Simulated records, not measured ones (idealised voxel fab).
Process module name: voxel fin reveal
The figure presents cross-section cut, which has a width of 150 nm and is divided into square cells with an edge length of 5 nm.
Heads up, the way a cross-section reads in here is a grid of square cells, handed over as bands from the top down, with every band being one or more rows of cells. Heads up on the band format: heights come first, top then bottom, in nm. After that it's the materials left to right, each with its width in nm. A single material flagged "full width" fills the whole band edge to edge, and "blank" means there's empty space there. Height 0 is the level under which the wafer as received is all one material. The lowest band goes on downwards, as in "0 down". The expression "30..40" gives the width at the extremes of the band, the first number at its top row of cells and the second at its bottom row, with the width changing by equal amounts from each row to the next in between. Basically "same as before" means that step didn't change any cell in the cross-section. Entry "Closed empty spaces" = empty spaces >= 8 cells with no open way to the top; each as width x height at distance, distance from left edge, all nm. Note: text after step settings on the step line = simulator remark on that step. When a step includes a mask, the "overlay nm" setting on its line states how far to the right of its planned place that mask lay, and negative values state how far to the left.

The planned process steps are enumerated hereunder
1) op RECEIVE | material Si
2) op CONFORMAL_DEP | material SiN | thk nm 10
3) op MASKED_ETCH | tone cover | mask id FINS | width nm 15 | pitch nm 45 | etch materials SiN | depth nm 10 | overlay nm 0
4) op MASKED_ETCH | tone cover | mask id FINS | width nm 15 | pitch nm 45 | etch materials Si | depth nm 30 | overlay nm 0
5) op OXIDIZE | depth nm 5
6) op FILL_DEP | material SiO2 | thk nm 5
7) op CMP | height nm 10
8) op SELECTIVE_ETCH | etch materials SiO2 | depth nm 30
9) op STRIP | etch materials SiN

as received, after step 1
0 down  Si full width
Closed empty spaces: none

Module complete, cross-section. Starting point and plan per above. One mistake made in running the module
0 to -35  blank 50 nm, then Si 5 nm, then blank 40 nm, then Si 5 nm, then blank 50 nm
-35 down  Si full width
Closed empty spaces: none
Want to know what went wrong? execution of plan step 8 occurred twice
